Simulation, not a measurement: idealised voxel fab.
Proc. module: voxel quadruple lines
Section shown: cut. Width: 245 nm. Cell size: 5 nm, square.
In this document a cross-section is written as a grid of square cells. It is given as a series of bands, listed from the top down, and a band is one or more rows of cells. Heads up on the band format: heights come first, top then bottom, in nm. After that it's the materials left to right, each with its width in nm. A single material flagged "throughout" fills the whole band edge to edge, and "blank" means there's empty space there. A quick word on heights: they are counted from 0, and under that level the wafer as it came to us is one material throughout. The lowest band is different from the rest in having no bottom; it simply continues downward, written as in "0 nm and below". It should be noted that a width expressed as "30->40" varies in equal increments from row to row of cells within the band, taking the value of the first number at the top row and that of the second number at the bottom row. "left unchanged" means the step left every cell of the cross-section as it was. Listed in "Unvented cavities": every empty space of 8 or more cells without an open way to the top. Form: width x height at distance, the distance being from the left edge, all in nm. Where a step's line continues beyond its settings, the continuation is a remark by the simulator itself on that step. For masked steps, "overlay nm" on the step line gives how far right of plan the mask actually lay; a minus sign means it lay to the left.
The steps planned for the process are as follows:
1,RECEIVE: material Si
2,CONFORMAL_DEP: material Al2O3, thk nm 5
3,DIRECTIONAL_DEP: material TiN, thk nm 10
4,DIRECTIONAL_DEP: material polySi, thk nm 20
5,DIRECTIONAL_DEP: material aC, thk nm 20
6,PATTERN: tone cover, mask id MANDREL, material resist, width nm 20, pitch nm 60, thk nm 25, overlay nm 0
7,DIRECTIONAL_ETCH: etch materials aC, depth nm 20
8,STRIP: etch materials resist
9,CONFORMAL_DEP: material SiO2, thk nm 10
10,DIRECTIONAL_ETCH: etch materials SiO2, depth nm 10
11,STRIP: etch materials aC
12,DIRECTIONAL_ETCH: etch materials polySi, depth nm 20
13,STRIP: etch materials SiO2
14,CONFORMAL_DEP: material SiCN, thk nm 5
15,DIRECTIONAL_ETCH: etch materials SiCN, depth nm 5
16,STRIP: etch materials polySi
17,DIRECTIONAL_ETCH: etch materials TiN, depth nm 10
18,STRIP: etch materials SiCN
19,FILL_DEP: material SiO2, thk nm 5
20,CMP: height nm 15
As received (post step 1): cross-section:
	0 nm and below  Si throughout
	Unvented cavities: none
The module was run from the start shown above using the plan shown above, but one mistake was made doing it; the resulting wafer cross-section is below:
	15 nm to 5 nm  SiO2 65 / TiN 5 / SiO2 10 / TiN 5 / SiO2 10 / TiN 5 / SiO2 10 / TiN 5 / SiO2 10 / TiN 5 / SiO2 10 / TiN 5 / SiO2 10 / TiN 5 / SiO2 10 / TiN 5 / SiO2 70
	5 nm to 0 nm  SiO2 throughout
	0 nm and below  Si throughout
	Unvented cavities: none
Plan not followed: planned and actual differ for step 2; actual: CONFORMAL_DEP: material SiO2, thk nm 5
